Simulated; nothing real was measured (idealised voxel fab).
The following is a process module called voxel wiring stack.
The cross-section shown here is cut; it is 260 nm wide and divided into square cells measuring 5 nm on a side.
Bands, listed from the top down, are how a cross-section gets written in this document; the cross-section itself is a grid of square cells, and a band is one or more rows of them. First you get the band's top height and its bottom height, in nm, and then the materials it's made of, left to right, with each width in nm. If you see a single material with "throughout", that one covers the band edge to edge. "air" is empty space. It should be noted that heights are counted from 0, beneath which the wafer as supplied is of one material throughout, and that the lowest band possesses no lower boundary but continues downward, as written in "0 nm and below". When a width is written as two numbers, as in "30->40", the first number is the width in the top row of cells of the band and the second is the width in its bottom row, and the width changes by the same amount from each row to the next. Reading "everything unchanged" for a step: not a cell of the cross-section changed in it. Basically, "Unvented cavities" tells you about the enclosed voids: empty spaces with no open way to the top, 8 cells or bigger, each written width x height at distance, where distance is from the left edge, all in nm. If you see something after the settings on a step's line, that's the simulator's own remark about that step. overlay nm: mask offset rightward from planned place, masked step; negative means leftward offset.

# Process steps foreseen in the plan
1) RECEIVE: material Si
2) CONFORMAL_DEP: material SiO2, thk nm 15
3) DIRECTIONAL_DEP: material TiN, thk nm 5
4) DIRECTIONAL_DEP: material W, thk nm 15
5) DIRECTIONAL_DEP: material aC, thk nm 10
6) PATTERN: tone cover, mask id METAL_1, material resist, width nm 20, pitch nm 50, thk nm 25, overlay nm 0
7) DIRECTIONAL_ETCH: etch materials aC, depth nm 10
8) STRIP: etch materials resist
9) DIRECTIONAL_ETCH: etch materials W, depth nm 15
10) DIRECTIONAL_ETCH: etch materials TiN, depth nm 5
11) STRIP: etch materials aC
12) FILL_DEP: material SiO2, thk nm 5
13) CMP: height nm 35
14) CONFORMAL_DEP: material SiCN, thk nm 5
15) DIRECTIONAL_DEP: material SiO2, thk nm 20
16) PATTERN: tone open, mask id PLUG_1, material resist, width nm 15, pitch nm 50, thk nm 15, overlay nm 0
17) DIRECTIONAL_ETCH: etch materials SiO2, depth nm 20
18) DIRECTIONAL_ETCH: etch materials SiCN, depth nm 5
19) STRIP: etch materials resist
20) CONFORMAL_DEP: material TiN, thk nm 5
21) FILL_DEP: material Cu, thk nm 10
22) CMP: height nm 60
23) CONFORMAL_DEP: material SiN, thk nm 5
24) DIRECTIONAL_DEP: material lowk, thk nm 25
25) DIRECTIONAL_DEP: material aC, thk nm 15
26) PATTERN: tone open, mask id METAL_2, material resist, width nm 20, pitch nm 50, thk nm 35, overlay nm 0
27) DIRECTIONAL_ETCH: etch materials aC, depth nm 15
28) STRIP: etch materials resist
29) DIRECTIONAL_ETCH: etch materials lowk, depth nm 25
30) DIRECTIONAL_ETCH: etch materials SiN, depth nm 5
31) STRIP: etch materials aC
32) CONFORMAL_DEP: material TiN, thk nm 5
33) FILL_DEP: material W, thk nm 10
34) CMP: height nm 90
35) EPI: material Ru, thk nm 5
36) FILL_DEP: material SiCN, thk nm 5
37) DIRECTIONAL_DEP: material lowk, thk nm 35
38) DIRECTIONAL_DEP: material aC, thk nm 15
39) PATTERN: tone open, mask id METAL_3, material resist, width nm 20, pitch nm 50, thk nm 35, overlay nm 0
40) DIRECTIONAL_ETCH: etch materials aC, depth nm 15
41) STRIP: etch materials resist
42) DIRECTIONAL_ETCH: etch materials lowk, depth nm 20
43) STRIP: etch materials aC
44) DIRECTIONAL_DEP: material aC, thk nm 10
45) PATTERN: tone open, mask id METAL_3_HOLES, material resist, width nm 15, pitch nm 50, thk nm 30, overlay nm 0
46) DIRECTIONAL_ETCH: etch materials aC, depth nm 10
47) STRIP: etch materials resist
48) DIRECTIONAL_ETCH: etch materials lowk, depth nm 15
49) DIRECTIONAL_ETCH: etch materials SiCN, depth nm 5
50) STRIP: etch materials aC
51) CONFORMAL_DEP: material TiN, thk nm 5
52) FILL_DEP: material Ru, thk nm 10
53) CMP: height nm 135
54) CONFORMAL_DEP: material SiCN, thk nm 5
55) DIRECTIONAL_DEP: material lowk, thk nm 25
56) PATTERN: tone open, mask id METAL_4, material resist, width nm 20, pitch nm 50, thk nm 20, overlay nm 0
57) DIRECTIONAL_ETCH: etch materials lowk, depth nm 15
58) STRIP: etch materials resist
59) MASKED_ETCH: tone open, mask id METAL_4_HOLES, width nm 15, pitch nm 50, etch materials lowk, depth nm 10, overlay nm 0
60) MASKED_ETCH: tone open, mask id METAL_4_HOLES, width nm 15, pitch nm 50, etch materials SiCN, depth nm 5, overlay nm 0
61) CONFORMAL_DEP: material TiN, thk nm 5
62) FILL_DEP: material Cu, thk nm 10
63) CMP: height nm 165
64) CONFORMAL_DEP: material SiN, thk nm 5

# Delivered wafer in cross-section: state after step 1
    0 nm and below = Si throughout
    Unvented cavities: none

# First wafer of two, sectioned at end of module; run went per plan
    170 nm to 165 nm = SiN throughout
    165 nm to 155 nm = lowk (70); TiN (5); Cu (10); TiN (5); lowk (30); TiN (5); Cu (10); TiN (5); lowk (30); TiN (5); Cu (10); TiN (5); lowk (70)
    155 nm to 150 nm = lowk (70); TiN (5); Cu (5); TiN (10); lowk (30); TiN (5); Cu (5); TiN (10); lowk (30); TiN (5); Cu (5); TiN (10); lowk (70)
    150 nm to 140 nm = lowk (70); TiN (5); Cu (5); TiN (5); lowk (35); TiN (5); Cu (5); TiN (5); lowk (35); TiN (5); Cu (5); TiN (5); lowk (75)
    140 nm to 135 nm = SiCN (70); TiN (15); SiCN (35); TiN (15); SiCN (35); TiN (15); SiCN (75)
    135 nm to 120 nm = lowk (70); TiN (5); Ru (10); TiN (5); lowk (30); TiN (5); Ru (10); TiN (5); lowk (30); TiN (5); Ru (10); TiN (5); lowk (70)
    120 nm to 115 nm = lowk (70); TiN (5); Ru (5); TiN (10); lowk (30); TiN (5); Ru (5); TiN (10); lowk (30); TiN (5); Ru (5); TiN (10); lowk (70)
    115 nm to 100 nm = lowk (70); TiN (5); Ru (5); TiN (5); lowk (35); TiN (5); Ru (5); TiN (5); lowk (35); TiN (5); Ru (5); TiN (5); lowk (75)
    100 nm to 95 nm = SiCN (70); TiN (15); SiCN (35); TiN (15); SiCN (35); TiN (15); SiCN (75)
    95 nm to 90 nm = SiCN (65); Ru (30); SiCN (20); Ru (30); SiCN (20); Ru (30); SiCN (65)
    90 nm to 65 nm = lowk (70); TiN (5); W (10); TiN (5); lowk (30); TiN (5); W (10); TiN (5); lowk (30); TiN (5); W (10); TiN (5); lowk (70)
    65 nm to 60 nm = SiN (70); TiN (20); SiN (30); TiN (20); SiN (30); TiN (20); SiN (70)
    60 nm to 40 nm = SiO2 (70); TiN (5); Cu (5); TiN (5); SiO2 (35); TiN (5); Cu (5); TiN (5); SiO2 (35); TiN (5); Cu (5); TiN (5); SiO2 (75)
    40 nm to 35 nm = SiCN (70); TiN (15); SiCN (35); TiN (15); SiCN (35); TiN (15); SiCN (75)
    35 nm to 20 nm = SiO2 (70); W (20); SiO2 (30); W (20); SiO2 (30); W (20); SiO2 (70)
    20 nm to 15 nm = SiO2 (70); TiN (20); SiO2 (30); TiN (20); SiO2 (30); TiN (20); SiO2 (70)
    15 nm to 0 nm = SiO2 throughout
    0 nm and below = Si throughout
    Unvented cavities: none

# Cross-section, wafer two of two, end of module: same start and plan as wafer one, one error in execution
    170 nm to 165 nm = SiN throughout
    165 nm to 155 nm = lowk (70); TiN (5); Cu (5); TiN (10->5); lowk (30->35); TiN (5); Cu (5); TiN (10->5); lowk (30->35); TiN (5); Cu (5); TiN (10->5); lowk (70->75)
    155 nm to 150 nm = lowk (70); TiN (15); lowk (35); TiN (15); lowk (35); TiN (15); lowk (75)
    150 nm to 140 nm = lowk throughout
    140 nm to 135 nm = SiCN throughout
    135 nm to 120 nm = lowk (70); TiN (5); Ru (10); TiN (5); lowk (30); TiN (5); Ru (10); TiN (5); lowk (30); TiN (5); Ru (10); TiN (5); lowk (70)
    120 nm to 115 nm = lowk (70); TiN (5); Ru (5); TiN (10); lowk (30); TiN (5); Ru (5); TiN (10); lowk (30); TiN (5); Ru (5); TiN (10); lowk (70)
    115 nm to 100 nm = lowk (70); TiN (5); Ru (5); TiN (5); lowk (35); TiN (5); Ru (5); TiN (5); lowk (35); TiN (5); Ru (5); TiN (5); lowk (75)
    100 nm to 95 nm = SiCN (70); TiN (15); SiCN (35); TiN (15); SiCN (35); TiN (15); SiCN (75)
    95 nm to 90 nm = SiCN (65); Ru (30); SiCN (20); Ru (30); SiCN (20); Ru (30); SiCN (65)
    90 nm to 65 nm = lowk (70); TiN (5); W (10); TiN (5); lowk (30); TiN (5); W (10); TiN (5); lowk (30); TiN (5); W (10); TiN (5); lowk (70)
    65 nm to 60 nm = SiN (70); TiN (20); SiN (30); TiN (20); SiN (30); TiN (20); SiN (70)
    60 nm to 40 nm = SiO2 (70); TiN (5); Cu (5); TiN (5); SiO2 (35); TiN (5); Cu (5); TiN (5); SiO2 (35); TiN (5); Cu (5); TiN (5); SiO2 (75)
    40 nm to 35 nm = SiCN (70); TiN (15); SiCN (35); TiN (15); SiCN (35); TiN (15); SiCN (75)
    35 nm to 20 nm = SiO2 (70); W (20); SiO2 (30); W (20); SiO2 (30); W (20); SiO2 (70)
    20 nm to 15 nm = SiO2 (70); TiN (20); SiO2 (30); TiN (20); SiO2 (30); TiN (20); SiO2 (70)
    15 nm to 0 nm = SiO2 throughout
    0 nm and below = Si throughout
    Unvented cavities: none
Processing error: contrary to plan, step 57 was performed as DIRECTIONAL_ETCH: etch materials lowk, depth nm 5
It is noted that, at the conclusion of processing, the second wafer exhibits a higher or lower cell count for certain materials relative to the first: Cu -15, SiCN +9, TiN -18, lowk +24
